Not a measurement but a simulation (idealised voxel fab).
The document below concerns the process module designated voxel capacitor over wiring.
Each square cell in cross-section cut measures 5 nm, and the section as a whole is 195 nm wide.
Square cells in a grid make up a cross-section in this document, and the grid is given as bands, listed from the top down, each one or more rows of cells. Per band: top height and bottom height in nm, followed by the left-to-right materials and their widths in nm; "everywhere" marks a single material spanning edge to edge, "blank" marks empty space. Convention: height 0 is the level below which the wafer, as received, is all one material. The lowest band does not terminate at the bottom but continues downward, represented as "top 0, no bottom". When a width is written as two numbers, as in "30->40", the first number is the width in the top row of cells of the band and the second is the width in its bottom row, and the width changes by the same amount from each row to the next. When a step is marked "no modifications", none of the cells in the cross-section changed during that step. This entry, "Closed-off voids", enumerates those empty regions of no fewer than 8 cells that possess no open connection to the top. Each region is reported in the form width x height at distance, the distance being taken from the left edge, with all three quantities expressed in nm. What comes after the settings on a step's line is commentary from the simulator itself on that step. What "overlay nm" on a step's line means: if the step has a mask, that mask lay this far to the right of its planned place, or, when the value is negative, to the left. If you're wondering how to read the rest of this, here's the deal. It's pairs of cross-sections: one from before a process step, one from after it. The after one is only drawn as far down as the lowest band that changed. Right under each pair you'll see which step sits between them and what its settings were. Don't read the pairs as one continuous story, though. They can come from different runs of this module on the same starting wafer, and a pair only carries on from the one above it where its entry headed "Pre-process" says so.

Pre-process:
top 95, bottom 85  45 nm blank | 35 nm TiN | 115 nm blank
top 85, bottom 80  45 nm TiN | 35 nm Al2O3 | 115 nm TiN
top 80, bottom 75  TiN everywhere
top 75, bottom 70  45 nm Al2O3 | 35 nm TiN | 115 nm Al2O3
top 70, bottom 60  45 nm TiN | 35 nm Ru | 115 nm TiN
top 60, bottom 45  55 nm lowk | 15 nm Ru | 125 nm lowk
top 45, bottom 40  55 nm SiCN | 15 nm Ru | 125 nm SiCN
top 40, bottom 15  40 nm lowk | 30 nm W | 55 nm lowk | 30 nm W | 40 nm lowk
top 15, bottom 10  40 nm lowk | 30 nm TiN | 55 nm lowk | 30 nm TiN | 40 nm lowk
top 10, bottom 0  SiO2 everywhere
top 0, no bottom  Si everywhere
Closed-off voids: none

Structure After Step:
top 95, bottom 85  55 nm blank | 25 nm TiN | 115 nm blank
top 85, bottom 80  45 nm blank | 35 nm Al2O3 | 35 nm TiN | 80 nm blank
top 80, bottom 75  45 nm blank | 70 nm TiN | 80 nm blank
Whatever lies below 75 is exactly as it was before.
Closed-off voids: none
The before and after cross-sections above differ by one step: MASKED_ETCH | tone cover | mask id UPPER_PLATE | width nm 60 | etch materials TiN | depth nm 10 | overlay nm 0

Pre-process: The initial state for this step is given by the after cross-section of the immediately preceding pair.

Structure After Step:
top 95, bottom 85  55 nm blank | 25 nm TiN | 115 nm blank
top 85, bottom 80  55 nm blank | 25 nm Al2O3 | 35 nm TiN | 80 nm blank
top 80, bottom 75  45 nm blank | 70 nm TiN | 80 nm blank
top 75, bottom 70  45 nm blank | 35 nm TiN | 35 nm Al2O3 | 80 nm blank
Whatever lies below 70 is exactly as it was before.
Closed-off voids: none
The before and after cross-sections above differ by one step: MASKED_ETCH | tone cover | mask id UPPER_PLATE | width nm 60 | etch materials Al2O3 | depth nm 5 | overlay nm 0

Pre-process: The initial state for this step is given by the after cross-section of the immediately preceding pair.

Structure After Step:
top 110, bottom 100  55 nm blank | 25 nm aC | 115 nm blank
top 100, bottom 95  55 nm blank | 60 nm aC | 80 nm blank
top 95, bottom 85  45 nm blank | 10 nm aC | 25 nm TiN | 35 nm aC | 80 nm blank
top 85, bottom 80  55 nm aC | 25 nm Al2O3 | 35 nm TiN | 80 nm aC
top 80, bottom 75  45 nm aC | 70 nm TiN | 80 nm aC
top 75, bottom 70  45 nm aC | 35 nm TiN | 35 nm Al2O3 | 80 nm aC
Whatever lies below 70 is exactly as it was before.
Closed-off voids: none
The before and after cross-sections above differ by one step: DIRECTIONAL_DEP | material aC | thk nm 15

Pre-process: The initial state for this step is given by the after cross-section of the immediately preceding pair.

Structure After Step:
top 140, bottom 110  50 nm blank | 70 nm resist | 75 nm blank
top 110, bottom 100  50 nm blank | 5 nm resist | 25 nm aC | 40 nm resist | 75 nm blank
top 100, bottom 95  50 nm blank | 5 nm resist | 60 nm aC | 5 nm resist | 75 nm blank
top 95, bottom 85  45 nm blank | 10 nm aC | 25 nm TiN | 35 nm aC | 5 nm resist | 75 nm blank
Whatever lies below 85 is exactly as it was before.
Closed-off voids: none
The before and after cross-sections above differ by one step: PATTERN | tone cover | mask id LOWER_PLATE | material resist | width nm 70 | thk nm 30 | overlay nm 0

Pre-process: The initial state for this step is given by the after cross-section of the immediately preceding pair.

Structure After Step:
top 125, bottom 110  50 nm blank | 70 nm resist | 75 nm blank
top 110, bottom 100  50 nm blank | 5 nm resist | 25 nm aC | 40 nm resist | 75 nm blank
top 100, bottom 95  50 nm blank | 5 nm resist | 60 nm aC | 5 nm resist | 75 nm blank
top 95, bottom 85  50 nm blank | 5 nm aC | 25 nm TiN | 35 nm aC | 5 nm resist | 75 nm blank
top 85, bottom 80  50 nm blank | 5 nm aC | 25 nm Al2O3 | 35 nm TiN | 5 nm aC | 75 nm blank
top 80, bottom 75  45 nm blank | 70 nm TiN | 5 nm aC | 75 nm blank
top 75, bottom 70  45 nm blank | 35 nm TiN | 35 nm Al2O3 | 5 nm aC | 75 nm blank
Whatever lies below 70 is exactly as it was before.
Closed-off voids: none
The before and after cross-sections above differ by one step: DIRECTIONAL_ETCH | etch materials aC | depth nm 15

Pre-process: The initial state for this step is given by the after cross-section of the immediately preceding pair.

Structure After Step:
top 110, bottom 100  55 nm blank | 25 nm aC | 115 nm blank
top 100, bottom 95  55 nm blank | 60 nm aC | 80 nm blank
top 95, bottom 85  50 nm blank | 5 nm aC | 25 nm TiN | 35 nm aC | 80 nm blank
Whatever lies below 85 is exactly as it was before.
Closed-off voids: none
The before and after cross-sections above differ by one step: STRIP | etch materials resist

Pre-process: The initial state for this step is given by the after cross-section of the immediately preceding pair.

Structure After Step:
top 110, bottom 100  55 nm blank | 25 nm aC | 115 nm blank
top 100, bottom 95  55 nm blank | 60 nm aC | 80 nm blank
top 95, bottom 85  50 nm blank | 5 nm aC | 25 nm TiN | 35 nm aC | 80 nm blank
top 85, bottom 80  50 nm blank | 5 nm aC | 25 nm Al2O3 | 35 nm TiN | 5 nm aC | 75 nm blank
top 80, bottom 75  50 nm blank | 65 nm TiN | 5 nm aC | 75 nm blank
top 75, bottom 70  50 nm blank | 30 nm TiN | 35 nm Al2O3 | 5 nm aC | 75 nm blank
top 70, bottom 60  45 nm blank | 35 nm Ru | 40 nm TiN | 75 nm blank
Whatever lies below 60 is exactly as it was before.
Closed-off voids: none
The before and after cross-sections above differ by one step: DIRECTIONAL_ETCH | etch materials TiN | depth nm 10

Pre-process: The initial state for this step is given by the after cross-section of the immediately preceding pair.

Structure After Step:
top 95, bottom 85  55 nm blank | 25 nm TiN | 115 nm blank
top 85, bottom 80  55 nm blank | 25 nm Al2O3 | 35 nm TiN | 80 nm blank
top 80, bottom 75  50 nm blank | 65 nm TiN | 80 nm blank
top 75, bottom 70  50 nm blank | 30 nm TiN | 35 nm Al2O3 | 80 nm blank
Whatever lies below 70 is exactly as it was before.
Closed-off voids: none
The before and after cross-sections above differ by one step: STRIP | etch materials aC

Pre-process: The initial state for this step is given by the after cross-section of the immediately preceding pair.

Structure After Step:
top 115, bottom 95  SiO2 everywhere
top 95, bottom 85  55 nm SiO2 | 25 nm TiN | 115 nm SiO2
top 85, bottom 80  55 nm SiO2 | 25 nm Al2O3 | 35 nm TiN | 80 nm SiO2
top 80, bottom 75  50 nm SiO2 | 65 nm TiN | 80 nm SiO2
top 75, bottom 70  50 nm SiO2 | 30 nm TiN | 35 nm Al2O3 | 80 nm SiO2
top 70, bottom 60  45 nm SiO2 | 35 nm Ru | 40 nm TiN | 75 nm SiO2
Whatever lies below 60 is exactly as it was before.
Closed-off voids: none
The before and after cross-sections above differ by one step: FILL_DEP | material SiO2 | thk nm 20

Pre-process: The initial state for this step is given by the after cross-section of the immediately preceding pair.

Structure After Step:
top 100, bottom 95  SiO2 everywhere
Whatever lies below 95 is exactly as it was before.
Closed-off voids: none
The before and after cross-sections above differ by one step: CMP | height nm 100

Pre-process: The initial state for this step is given by the after cross-section of the immediately preceding pair.

Structure After Step:
top 115, bottom 100  65 nm resist | 15 nm blank | 115 nm resist
Whatever lies below 100 is exactly as it was before.
Closed-off voids: none
The before and after cross-sections above differ by one step: PATTERN | tone open | mask id PLUG_2 | material resist | width nm 15 | thk nm 15 | overlay nm 0

Pre-process: The initial state for this step is given by the after cross-section of the immediately preceding pair.

Structure After Step:
top 115, bottom 100  65 nm resist | 15 nm blank | 115 nm resist
top 100, bottom 95  65 nm SiO2 | 15 nm blank | 115 nm SiO2
Whatever lies below 95 is exactly as it was before.
Closed-off voids: none
The before and after cross-sections above differ by one step: DIRECTIONAL_ETCH | etch materials SiO2 | depth nm 15

Pre-process: The initial state for this step is given by the after cross-section of the immediately preceding pair.

Structure After Step:
top 100, bottom 95  65 nm SiO2 | 15 nm blank | 115 nm SiO2
Whatever lies below 95 is exactly as it was before.
Closed-off voids: none
The before and after cross-sections above differ by one step: STRIP | etch materials resist

Pre-process: The initial state for this step is given by the after cross-section of the immediately preceding pair.

Structure After Step:
top 105, bottom 100  70 nm TiN | 5 nm blank | 120 nm TiN
top 100, bottom 95  65 nm SiO2 | 15 nm TiN | 115 nm SiO2
Whatever lies below 95 is exactly as it was before.
Closed-off voids: none
The before and after cross-sections above differ by one step: CONFORMAL_DEP | material TiN | thk nm 5

Pre-process: The initial state for this step is given by the after cross-section of the immediately preceding pair.

Structure After Step:
top 110, bottom 105  W everywhere
top 105, bottom 100  70 nm TiN | 5 nm W | 120 nm TiN
Whatever lies below 100 is exactly as it was before.
Closed-off voids: none
The before and after cross-sections above differ by one step: FILL_DEP | material W | thk nm 5

Pre-process: The initial state for this step is given by the after cross-section of the immediately preceding pair.

Structure After Step:
top 100, bottom 95  65 nm SiO2 | 15 nm TiN | 115 nm SiO2
Whatever lies below 95 is exactly as it was before.
Closed-off voids: none
The before and after cross-sections above differ by one step: CMP | height nm 100

Pre-process: The initial state for this step is given by the after cross-section of the immediately preceding pair.

Structure After Step:
top 105, bottom 100  SiCN everywhere
Whatever lies below 100 is exactly as it was before.
Closed-off voids: none
The before and after cross-sections above differ by one step: CONFORMAL_DEP | material SiCN | thk nm 5

Pre-process:
top 40, bottom 15  40 nm lowk | 30 nm W | 55 nm lowk | 30 nm W | 40 nm lowk
top 15, bottom 10  40 nm lowk | 30 nm TiN | 55 nm lowk | 30 nm TiN | 40 nm lowk
top 10, bottom 0  SiO2 everywhere
top 0, no bottom  Si everywhere
Closed-off voids: none

Structure After Step:
top 55, bottom 40  lowk everywhere
Whatever lies below 40 is exactly as it was before.
Closed-off voids: none
The before and after cross-sections above differ by one step: DIRECTIONAL_DEP | material lowk | thk nm 15

Pre-process: The initial state for this step is given by the after cross-section of the immediately preceding pair.

Structure After Step:
top 60, bottom 55  SiCN everywhere
Whatever lies below 55 is exactly as it was before.
Closed-off voids: none
The before and after cross-sections above differ by one step: CONFORMAL_DEP | material SiCN | thk nm 5

Pre-process: The initial state for this step is given by the after cross-section of the immediately preceding pair.

Structure After Step:
top 60, bottom 55  55 nm SiCN | 15 nm blank | 125 nm SiCN
Whatever lies below 55 is exactly as it was before.
Closed-off voids: none
The before and after cross-sections above differ by one step: MASKED_ETCH | tone open | mask id PLUG_1 | width nm 15 | etch materials SiCN | depth nm 5 | overlay nm 0

Pre-process: The initial state for this step is given by the after cross-section of the immediately preceding pair.

Structure After Step:
top 70, bottom 65  55 nm TiN | 15 nm blank | 125 nm TiN
top 65, bottom 60  TiN everywhere
top 60, bottom 55  55 nm SiCN | 15 nm TiN | 125 nm SiCN
Whatever lies below 55 is exactly as it was before.
Closed-off voids: none
The before and after cross-sections above differ by one step: DIRECTIONAL_DEP | material TiN | thk nm 10

Pre-process: The initial state for this step is given by the after cross-section of the immediately preceding pair.

Structure After Step:
top 75, bottom 70  55 nm Al2O3 | 15 nm blank | 125 nm Al2O3
top 70, bottom 65  55 nm TiN | 15 nm Al2O3 | 125 nm TiN
Whatever lies below 65 is exactly as it was before.
Closed-off voids: none
The before and after cross-sections above differ by one step: DIRECTIONAL_DEP | material Al2O3 | thk nm 5

Pre-process: The initial state for this step is given by the after cross-section of the immediately preceding pair.

Structure After Step:
top 85, bottom 80  55 nm TiN | 15 nm blank | 125 nm TiN
top 80, bottom 75  TiN everywhere
top 75, bottom 70  55 nm Al2O3 | 15 nm TiN | 125 nm Al2O3
Whatever lies below 70 is exactly as it was before.
Closed-off voids: none
The before and after cross-sections above differ by one step: DIRECTIONAL_DEP | material TiN | thk nm 10

Pre-process: The initial state for this step is given by the after cross-section of the immediately preceding pair.

Structure After Step:
top 85, bottom 75  70->55 nm blank | 45->60 nm TiN | 80 nm blank
Whatever lies below 75 is exactly as it was before.
Closed-off voids: none
The before and after cross-sections above differ by one step: MASKED_ETCH | tone cover | mask id UPPER_PLATE | width nm 60 | etch materials TiN | depth nm 10 | overlay nm 0

Pre-process: The initial state for this step is given by the after cross-section of the immediately preceding pair.

Structure After Step:
top 85, bottom 75  70->55 nm blank | 45->60 nm TiN | 80 nm blank
top 75, bottom 70  55 nm blank | 15 nm TiN | 45 nm Al2O3 | 80 nm blank
Whatever lies below 70 is exactly as it was before.
Closed-off voids: none
The before and after cross-sections above differ by one step: MASKED_ETCH | tone cover | mask id UPPER_PLATE | width nm 60 | etch materials Al2O3 | depth nm 5 | overlay nm 0

Pre-process: The initial state for this step is given by the after cross-section of the immediately preceding pair.

Structure After Step:
top 100, bottom 95  70 nm blank | 45 nm aC | 80 nm blank
top 95, bottom 85  55 nm blank | 60 nm aC | 80 nm blank
top 85, bottom 75  70->55 nm aC | 45->60 nm TiN | 80 nm aC
top 75, bottom 70  55 nm aC | 15 nm TiN | 45 nm Al2O3 | 80 nm aC
Whatever lies below 70 is exactly as it was before.
Closed-off voids: none
The before and after cross-sections above differ by one step: DIRECTIONAL_DEP | material aC | thk nm 15

Pre-process: The initial state for this step is given by the after cross-section of the immediately preceding pair.

Structure After Step:
top 130, bottom 100  50 nm blank | 70 nm resist | 75 nm blank
top 100, bottom 95  50 nm blank | 20 nm resist | 45 nm aC | 5 nm resist | 75 nm blank
top 95, bottom 85  50 nm blank | 5 nm resist | 60 nm aC | 5 nm resist | 75 nm blank
Whatever lies below 85 is exactly as it was before.
Closed-off voids: none
The before and after cross-sections above differ by one step: PATTERN | tone cover | mask id LOWER_PLATE | material resist | width nm 70 | thk nm 30 | overlay nm 0

Pre-process: The initial state for this step is given by the after cross-section of the immediately preceding pair.

Structure After Step:
top 115, bottom 100  50 nm blank | 70 nm resist | 75 nm blank
top 100, bottom 95  50 nm blank | 20 nm resist | 45 nm aC | 5 nm resist | 75 nm blank
top 95, bottom 85  50 nm blank | 5 nm resist | 60 nm aC | 5 nm resist | 75 nm blank
top 85, bottom 75  50 nm blank | 20->5 nm aC | 45->60 nm TiN | 5 nm aC | 75 nm blank
top 75, bottom 70  50 nm blank | 5 nm aC | 15 nm TiN | 45 nm Al2O3 | 5 nm aC | 75 nm blank
Whatever lies below 70 is exactly as it was before.
Closed-off voids: none
The before and after cross-sections above differ by one step: DIRECTIONAL_ETCH | etch materials aC | depth nm 15

Pre-process: The initial state for this step is given by the after cross-section of the immediately preceding pair.

Structure After Step:
top 100, bottom 95  70 nm blank | 45 nm aC | 80 nm blank
top 95, bottom 85  55 nm blank | 60 nm aC | 80 nm blank
Whatever lies below 85 is exactly as it was before.
Closed-off voids: none
The before and after cross-sections above differ by one step: STRIP | etch materials resist

Pre-process: The initial state for this step is given by the after cross-section of the immediately preceding pair.

Structure After Step:
top 100, bottom 95  70 nm blank | 45 nm aC | 80 nm blank
top 95, bottom 85  55 nm blank | 60 nm aC | 80 nm blank
top 85, bottom 75  50 nm blank | 20->5 nm aC | 45->60 nm TiN | 5 nm aC | 75 nm blank
top 75, bottom 70  50 nm blank | 5 nm aC | 15 nm TiN | 45 nm Al2O3 | 5 nm aC | 75 nm blank
top 70, bottom 65  50 nm blank | 5 nm TiN | 15 nm Al2O3 | 50 nm TiN | 75 nm blank
top 65, bottom 60  50 nm blank | 70 nm TiN | 75 nm blank
Whatever lies below 60 is exactly as it was before.
Closed-off voids: none
The before and after cross-sections above differ by one step: DIRECTIONAL_ETCH | etch materials TiN | depth nm 10

Pre-process: The initial state for this step is given by the after cross-section of the immediately preceding pair.

Structure After Step:
top 85, bottom 75  70->55 nm blank | 45->60 nm TiN | 80 nm blank
top 75, bottom 70  55 nm blank | 15 nm TiN | 45 nm Al2O3 | 80 nm blank
Whatever lies below 70 is exactly as it was before.
Closed-off voids: none
The before and after cross-sections above differ by one step: STRIP | etch materials aC

Pre-process: The initial state for this step is given by the after cross-section of the immediately preceding pair.

Structure After Step:
top 105, bottom 85  SiO2 everywhere
top 85, bottom 75  70->55 nm SiO2 | 45->60 nm TiN | 80 nm SiO2
top 75, bottom 70  55 nm SiO2 | 15 nm TiN | 45 nm Al2O3 | 80 nm SiO2
top 70, bottom 65  50 nm SiO2 | 5 nm TiN | 15 nm Al2O3 | 50 nm TiN | 75 nm SiO2
top 65, bottom 60  50 nm SiO2 | 70 nm TiN | 75 nm SiO2
Whatever lies below 60 is exactly as it was before.
Closed-off voids: none
The before and after cross-sections above differ by one step: FILL_DEP | material SiO2 | thk nm 20

Pre-process: The initial state for this step is given by the after cross-section of the immediately preceding pair.

Structure After Step:
top 100, bottom 85  SiO2 everywhere
Whatever lies below 85 is exactly as it was before.
Closed-off voids: none
The before and after cross-sections above differ by one step: CMP | height nm 100

Pre-process: The initial state for this step is given by the after cross-section of the immediately preceding pair.

Structure After Step:
top 115, bottom 100  65 nm resist | 15 nm blank | 115 nm resist
Whatever lies below 100 is exactly as it was before.
Closed-off voids: none
The before and after cross-sections above differ by one step: PATTERN | tone open | mask id PLUG_2 | material resist | width nm 15 | thk nm 15 | overlay nm 0

Pre-process: The initial state for this step is given by the after cross-section of the immediately preceding pair.

Structure After Step:
top 115, bottom 100  65 nm resist | 15 nm blank | 115 nm resist
top 100, bottom 85  65 nm SiO2 | 15 nm blank | 115 nm SiO2
Whatever lies below 85 is exactly as it was before.
Closed-off voids: none
The before and after cross-sections above differ by one step: DIRECTIONAL_ETCH | etch materials SiO2 | depth nm 15

Pre-process: The initial state for this step is given by the after cross-section of the immediately preceding pair.

Structure After Step:
top 100, bottom 85  65 nm SiO2 | 15 nm blank | 115 nm SiO2
Whatever lies below 85 is exactly as it was before.
Closed-off voids: none
The before and after cross-sections above differ by one step: STRIP | etch materials resist

Pre-process: The initial state for this step is given by the after cross-section of the immediately preceding pair.

Structure After Step:
top 105, bottom 100  70 nm TiN | 5 nm blank | 120 nm TiN
top 100, bottom 90  65 nm SiO2 | 5 nm TiN | 5 nm blank | 5 nm TiN | 115 nm SiO2
top 90, bottom 80  65->70 nm SiO2 | 15->45 nm TiN | 115->80 nm SiO2
Whatever lies below 80 is exactly as it was before.
Closed-off voids: none
The before and after cross-sections above differ by one step: CONFORMAL_DEP | material TiN | thk nm 5

Pre-process: The initial state for this step is given by the after cross-section of the immediately preceding pair.

Structure After Step:
top 110, bottom 105  W everywhere
top 105, bottom 100  70 nm TiN | 5 nm W | 120 nm TiN
top 100, bottom 90  65 nm SiO2 | 5 nm TiN | 5 nm W | 5 nm TiN | 115 nm SiO2
Whatever lies below 90 is exactly as it was before.
Closed-off voids: none
The before and after cross-sections above differ by one step: FILL_DEP | material W | thk nm 5

Pre-process: The initial state for this step is given by the after cross-section of the immediately preceding pair.

Structure After Step:
top 100, bottom 90  65 nm SiO2 | 5 nm TiN | 5 nm W | 5 nm TiN | 115 nm SiO2
Whatever lies below 90 is exactly as it was before.
Closed-off voids: none
The before and after cross-sections above differ by one step: CMP | height nm 100

Pre-process: The initial state for this step is given by the after cross-section of the immediately preceding pair.

Structure After Step:
top 105, bottom 100  SiCN everywhere
Whatever lies below 100 is exactly as it was before.
Closed-off voids: none
The before and after cross-sections above differ by one step: CONFORMAL_DEP | material SiCN | thk nm 5

Pre-process:
top 45, bottom 40  SiCN everywhere
top 40, bottom 15  40 nm lowk | 30 nm W | 55 nm lowk | 30 nm W | 40 nm lowk
top 15, bottom 10  40 nm lowk | 30 nm TiN | 55 nm lowk | 30 nm TiN | 40 nm lowk
top 10, bottom 0  SiO2 everywhere
top 0, no bottom  Si everywhere
Closed-off voids: none

Structure After Step:
top 70, bottom 45  lowk everywhere
Whatever lies below 45 is exactly as it was before.
Closed-off voids: none
The before and after cross-sections above differ by one step: DIRECTIONAL_DEP | material lowk | thk nm 25

Pre-process: The initial state for this step is given by the after cross-section of the immediately preceding pair.

Structure After Step:
top 70, bottom 55  55 nm lowk | 15 nm blank | 125 nm lowk
Whatever lies below 55 is exactly as it was before.
Closed-off voids: none
The before and after cross-sections above differ by one step: MASKED_ETCH | tone open | mask id PLUG_1 | width nm 15 | etch materials lowk | depth nm 15 | overlay nm 0

Pre-process: The initial state for this step is given by the after cross-section of the immediately preceding pair.

Structure After Step:
top 80, bottom 70  55 nm TiN | 15 nm blank | 125 nm TiN
top 70, bottom 65  55 nm lowk | 15 nm blank | 125 nm lowk
top 65, bottom 55  55 nm lowk | 15 nm TiN | 125 nm lowk
Whatever lies below 55 is exactly as it was before.
Closed-off voids: none
The before and after cross-sections above differ by one step: DIRECTIONAL_DEP | material TiN | thk nm 10

Pre-process: The initial state for this step is given by the after cross-section of the immediately preceding pair.

Structure After Step:
top 85, bottom 80  55 nm Al2O3 | 15 nm blank | 125 nm Al2O3
top 80, bottom 70  55 nm TiN | 15 nm blank | 125 nm TiN
top 70, bottom 65  55 nm lowk | 15 nm Al2O3 | 125 nm lowk
Whatever lies below 65 is exactly as it was before.
Closed-off voids: none
The before and after cross-sections above differ by one step: DIRECTIONAL_DEP | material Al2O3 | thk nm 5

Pre-process: The initial state for this step is given by the after cross-section of the immediately preceding pair.

Structure After Step:
top 95, bottom 85  55 nm TiN | 15 nm blank | 125 nm TiN
top 85, bottom 80  55 nm Al2O3 | 15 nm blank | 125 nm Al2O3
top 80, bottom 70  TiN everywhere
Whatever lies below 70 is exactly as it was before.
Closed-off voids: none
The before and after cross-sections above differ by one step: DIRECTIONAL_DEP | material TiN | thk nm 10

Pre-process: The initial state for this step is given by the after cross-section of the immediately preceding pair.

Structure After Step:
top 95, bottom 85  70 nm blank | 45 nm TiN | 80 nm blank
Whatever lies below 85 is exactly as it was before.
Closed-off voids: none
The before and after cross-sections above differ by one step: MASKED_ETCH | tone cover | mask id UPPER_PLATE | width nm 60 | etch materials TiN | depth nm 10 | overlay nm 0

Pre-process: The initial state for this step is given by the after cross-section of the immediately preceding pair.

Structure After Step:
top 95, bottom 85  70 nm blank | 45 nm TiN | 80 nm blank
top 85, bottom 80  70 nm blank | 45 nm Al2O3 | 80 nm blank
Whatever lies below 80 is exactly as it was before.
Closed-off voids: none
The before and after cross-sections above differ by one step: MASKED_ETCH | tone cover | mask id UPPER_PLATE | width nm 60 | etch materials Al2O3 | depth nm 5 | overlay nm 0

Pre-process: The initial state for this step is given by the after cross-section of the immediately preceding pair.

Structure After Step:
top 110, bottom 95  70 nm blank | 45 nm aC | 80 nm blank
top 95, bottom 85  70 nm aC | 45 nm TiN | 80 nm aC
top 85, bottom 80  70 nm aC | 45 nm Al2O3 | 80 nm aC
Whatever lies below 80 is exactly as it was before.
Closed-off voids: none
The before and after cross-sections above differ by one step: DIRECTIONAL_DEP | material aC | thk nm 15

Pre-process: The initial state for this step is given by the after cross-section of the immediately preceding pair.

Structure After Step:
top 140, bottom 110  50 nm blank | 70 nm resist | 75 nm blank
top 110, bottom 95  50 nm blank | 20 nm resist | 45 nm aC | 5 nm resist | 75 nm blank
Whatever lies below 95 is exactly as it was before.
Closed-off voids: none
The before and after cross-sections above differ by one step: PATTERN | tone cover | mask id LOWER_PLATE | material resist | width nm 70 | thk nm 30 | overlay nm 0

Pre-process: The initial state for this step is given by the after cross-section of the immediately preceding pair.

Structure After Step:
top 125, bottom 110  50 nm blank | 70 nm resist | 75 nm blank
top 110, bottom 95  50 nm blank | 20 nm resist | 45 nm aC | 5 nm resist | 75 nm blank
top 95, bottom 85  50 nm blank | 20 nm aC | 45 nm TiN | 5 nm aC | 75 nm blank
top 85, bottom 80  50 nm blank | 20 nm aC | 45 nm Al2O3 | 5 nm aC | 75 nm blank
Whatever lies below 80 is exactly as it was before.
Closed-off voids: none
The before and after cross-sections above differ by one step: DIRECTIONAL_ETCH | etch materials aC | depth nm 15

Pre-process: The initial state for this step is given by the after cross-section of the immediately preceding pair.

Structure After Step:
top 110, bottom 95  70 nm blank | 45 nm aC | 80 nm blank
Whatever lies below 95 is exactly as it was before.
Closed-off voids: none
The before and after cross-sections above differ by one step: STRIP | etch materials resist

Pre-process: The initial state for this step is given by the after cross-section of the immediately preceding pair.

Structure After Step:
top 110, bottom 95  70 nm blank | 45 nm aC | 80 nm blank
top 95, bottom 85  50 nm blank | 20 nm aC | 45 nm TiN | 5 nm aC | 75 nm blank
top 85, bottom 80  50 nm blank | 20 nm aC | 45 nm Al2O3 | 5 nm aC | 75 nm blank
top 80, bottom 70  50 nm blank | 70 nm TiN | 75 nm blank
Whatever lies below 70 is exactly as it was before.
Closed-off voids: none
The before and after cross-sections above differ by one step: DIRECTIONAL_ETCH | etch materials TiN | depth nm 10

Pre-process: The initial state for this step is given by the after cross-section of the immediately preceding pair.

Structure After Step:
top 95, bottom 85  70 nm blank | 45 nm TiN | 80 nm blank
top 85, bottom 80  70 nm blank | 45 nm Al2O3 | 80 nm blank
Whatever lies below 80 is exactly as it was before.
Closed-off voids: none
The before and after cross-sections above differ by one step: STRIP | etch materials aC

Pre-process: The initial state for this step is given by the after cross-section of the immediately preceding pair.

Structure After Step:
top 115, bottom 95  SiO2 everywhere
top 95, bottom 85  70 nm SiO2 | 45 nm TiN | 80 nm SiO2
top 85, bottom 80  70 nm SiO2 | 45 nm Al2O3 | 80 nm SiO2
top 80, bottom 70  50 nm SiO2 | 70 nm TiN | 75 nm SiO2
Whatever lies below 70 is exactly as it was before.
Closed-off voids: none
The before and after cross-sections above differ by one step: FILL_DEP | material SiO2 | thk nm 20

Pre-process: The initial state for this step is given by the after cross-section of the immediately preceding pair.

Structure After Step:
top 100, bottom 95  SiO2 everywhere
Whatever lies below 95 is exactly as it was before.
Closed-off voids: none
The before and after cross-sections above differ by one step: CMP | height nm 100

Pre-process: The initial state for this step is given by the after cross-section of the immediately preceding pair.

Structure After Step:
top 115, bottom 100  65 nm resist | 15 nm blank | 115 nm resist
Whatever lies below 100 is exactly as it was before.
Closed-off voids: none
The before and after cross-sections above differ by one step: PATTERN | tone open | mask id PLUG_2 | material resist | width nm 15 | thk nm 15 | overlay nm 0

Pre-process: The initial state for this step is given by the after cross-section of the immediately preceding pair.

Structure After Step:
top 115, bottom 100  65 nm resist | 15 nm blank | 115 nm resist
top 100, bottom 95  65 nm SiO2 | 15 nm blank | 115 nm SiO2
top 95, bottom 85  65 nm SiO2 | 5 nm blank | 45 nm TiN | 80 nm SiO2
Whatever lies below 85 is exactly as it was before.
Closed-off voids: none
The before and after cross-sections above differ by one step: DIRECTIONAL_ETCH | etch materials SiO2 | depth nm 15

Pre-process: The initial state for this step is given by the after cross-section of the immediately preceding pair.

Structure After Step:
top 100, bottom 95  65 nm SiO2 | 15 nm blank | 115 nm SiO2
Whatever lies below 95 is exactly as it was before.
Closed-off voids: none
The before and after cross-sections above differ by one step: STRIP | etch materials resist

Pre-process: The initial state for this step is given by the after cross-section of the immediately preceding pair.

Structure After Step:
top 105, bottom 100  70 nm TiN | 5 nm blank | 120 nm TiN
top 100, bottom 95  65 nm SiO2 | 15 nm TiN | 115 nm SiO2
top 95, bottom 85  65 nm SiO2 | 50 nm TiN | 80 nm SiO2
Whatever lies below 85 is exactly as it was before.
Closed-off voids: none
The before and after cross-sections above differ by one step: CONFORMAL_DEP | material TiN | thk nm 5

Pre-process: The initial state for this step is given by the after cross-section of the immediately preceding pair.

Structure After Step:
top 110, bottom 105  W everywhere
top 105, bottom 100  70 nm TiN | 5 nm W | 120 nm TiN
Whatever lies below 100 is exactly as it was before.
Closed-off voids: none
The before and after cross-sections above differ by one step: FILL_DEP | material W | thk nm 5

Pre-process: The initial state for this step is given by the after cross-section of the immediately preceding pair.

Structure After Step:
top 100, bottom 95  65 nm SiO2 | 15 nm TiN | 115 nm SiO2
Whatever lies below 95 is exactly as it was before.
Closed-off voids: none
The before and after cross-sections above differ by one step: CMP | height nm 100

Pre-process: The initial state for this step is given by the after cross-section of the immediately preceding pair.

Structure After Step:
top 105, bottom 100  SiCN everywhere
Whatever lies below 100 is exactly as it was before.
Closed-off voids: none
The before and after cross-sections above differ by one step: CONFORMAL_DEP | material SiCN | thk nm 5

Pre-process:
top 85, bottom 75  55 nm blank | 60 nm TiN | 80 nm blank
top 75, bottom 70  Al2O3 everywhere
top 70, bottom 60  TiN everywhere
top 60, bottom 45  55 nm lowk | 15 nm Ru | 125 nm lowk
top 45, bottom 40  55 nm SiCN | 15 nm Ru | 125 nm SiCN
top 40, bottom 15  40 nm lowk | 30 nm W | 55 nm lowk | 30 nm W | 40 nm lowk
top 15, bottom 10  40 nm lowk | 30 nm TiN | 55 nm lowk | 30 nm TiN | 40 nm lowk
top 10, bottom 0  SiO2 everywhere
top 0, no bottom  Si everywhere
Closed-off voids: none

Structure After Step:
top 85, bottom 75  55 nm blank | 60 nm TiN | 80 nm blank
top 75, bottom 70  50 nm blank | 70 nm Al2O3 | 75 nm blank
Whatever lies below 70 is exactly as it was before.
Closed-off voids: none
The before and after cross-sections above differ by one step: MASKED_ETCH | tone cover | mask id UPPER_PLATE | width nm 70 | etch materials Al2O3 | depth nm 5 | overlay nm 0
